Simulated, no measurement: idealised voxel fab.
A process module follows: voxel air gaps.
Section cut is 300 nm wide and gridded with 5 nm square cells.
Reading order for cross-sections: top band down to bottom band. Underlying form: a grid of square cells. Band size: one or more rows of cells.
Per band: top height and bottom height in nm, followed by the left-to-right materials and their widths in nm; "throughout" marks a single material spanning edge to edge, "air" marks empty space.
Height reference: 0 = level under which incoming wafer is all one material. Lowest band: no bottom, runs on downward, e.g. "0 -> down".
It should be noted that a width expressed as "30..40" varies in equal increments from row to row of cells within the band, taking the value of the first number at the top row and that of the second number at the bottom row.
You'll sometimes find "nothing got changed" written for a step, and that's the way of saying that nowhere in the cross-section did a cell change during that step.
Voids not open to the top, 8 cells minimum: see "Enclosed cavities". Written width x height at distance; distance is from the left edge; nm.
The remark found on a step's line after its settings is issued by the simulator itself and pertains to that step.
overlay nm: on a step with a mask, how far right of its planned place the mask lay; negative means left.
The planned process steps are enumerated hereunder
1,RECEIVE: material Si
2,CONFORMAL_DEP: material SiO2, thk nm 15
3,CONFORMAL_DEP: material SiN, thk nm 5
4,DIRECTIONAL_DEP: material lowk, thk nm 35
5,PATTERN: tone open, mask id LINES, material resist, width nm 15, pitch nm 40, thk nm 15, overlay nm 0
6,DIRECTIONAL_ETCH: etch materials lowk, depth nm 35
7,STRIP: etch materials resist
8,CONFORMAL_DEP: material TiN, thk nm 5
9,FILL_DEP: material Ru, thk nm 5
10,CMP: height nm 55
11,EPI: material Ru, thk nm 10
12,SELECTIVE_ETCH: etch materials lowk, depth nm 45
13,CONFORMAL_DEP: material SiCN, thk nm 5
Variable across wafers: step 3 thk nm (plan value is that of the first wafer; starting state common to all).
The first of several wafers as received, shown in cross-section; this is its state after step 1
* 0 -> down = Si throughout
* Enclosed cavities: none
Cross-section of the first of several wafers, taken after step 13, where the module ends
* 70 -> 65 = air 65 | SiCN 165 | air 70
* 65 -> 55 = air 65 | SiCN 5 | Ru 35 | SiCN 5 | Ru 35 | SiCN 5 | Ru 35 | SiCN 5 | Ru 35 | SiCN 5 | air 70
* 55 -> 50 = air 65 | SiCN 15 | TiN 5 | Ru 5 | TiN 5 | SiCN 25 | TiN 5 | Ru 5 | TiN 5 | SiCN 25 | TiN 5 | Ru 5 | TiN 5 | SiCN 25 | TiN 5 | Ru 5 | TiN 5 | SiCN 15 | air 70
* 50 -> 25 = air 75 | SiCN 5 | TiN 5 | Ru 5 | TiN 5 | SiCN 5 | air 15 | SiCN 5 | TiN 5 | Ru 5 | TiN 5 | SiCN 5 | air 15 | SiCN 5 | TiN 5 | Ru 5 | TiN 5 | SiCN 5 | air 15 | SiCN 5 | TiN 5 | Ru 5 | TiN 5 | SiCN 5 | air 80
* 25 -> 20 = SiCN 80 | TiN 15 | SiCN 25 | TiN 15 | SiCN 25 | TiN 15 | SiCN 25 | TiN 15 | SiCN 85
* 20 -> 15 = SiN throughout
* 15 -> 0 = SiO2 throughout
* 0 -> down = Si throughout
* Enclosed cavities: 15 x 25 at 100; 15 x 25 at 140; 15 x 25 at 180
Cross-section of the last wafer at end of module
* 70 -> 65 = air 65 | SiCN 165 | air 70
* 65 -> 55 = air 65 | SiCN 5 | Ru 35 | SiCN 5 | Ru 35 | SiCN 5 | Ru 35 | SiCN 5 | Ru 35 | SiCN 5 | air 70
* 55 -> 50 = air 65 | SiCN 15 | TiN 5 | Ru 5 | TiN 5 | SiCN 25 | TiN 5 | Ru 5 | TiN 5 | SiCN 25 | TiN 5 | Ru 5 | TiN 5 | SiCN 25 | TiN 5 | Ru 5 | TiN 5 | SiCN 15 | air 70
* 50 -> 40 = air 75 | SiCN 5 | TiN 5 | Ru 5 | TiN 5 | SiCN 5 | air 15 | SiCN 5 | TiN 5 | Ru 5 | TiN 5 | SiCN 5 | air 15 | SiCN 5 | TiN 5 | Ru 5 | TiN 5 | SiCN 5 | air 15 | SiCN 5 | TiN 5 | Ru 5 | TiN 5 | SiCN 5 | air 80
* 40 -> 35 = SiCN 80 | TiN 15 | SiCN 25 | TiN 15 | SiCN 25 | TiN 15 | SiCN 25 | TiN 15 | SiCN 85
* 35 -> 15 = SiN throughout
* 15 -> 0 = SiO2 throughout
* 0 -> down = Si throughout
* Enclosed cavities: none
The following table contains a row per wafer, in which are reported, at the conclusion of the module, the cells of each material gained (+) or lost (-) since the wafer's receipt, with its closed voids given thereafter
thk nm 5, +80 Ru, +152 SiCN, +60 SiN, +180 SiO2, +60 TiN, Enclosed cavities: 15 x 25 at 100; 15 x 25 at 140; 15 x 25 at 180
thk nm 10, +76 Ru, +144 SiCN, +120 SiN, +180 SiO2, +52 TiN, Enclosed cavities: 15 x 20 at 100; 15 x 20 at 140; 15 x 20 at 180
thk nm 15, +72 Ru, +136 SiCN, +180 SiN, +180 SiO2, +44 TiN, Enclosed cavities: 15 x 15 at 100; 15 x 15 at 140; 15 x 15 at 180
thk nm 20, +68 Ru, +128 SiCN, +240 SiN, +180 SiO2, +36 TiN, Enclosed cavities: none
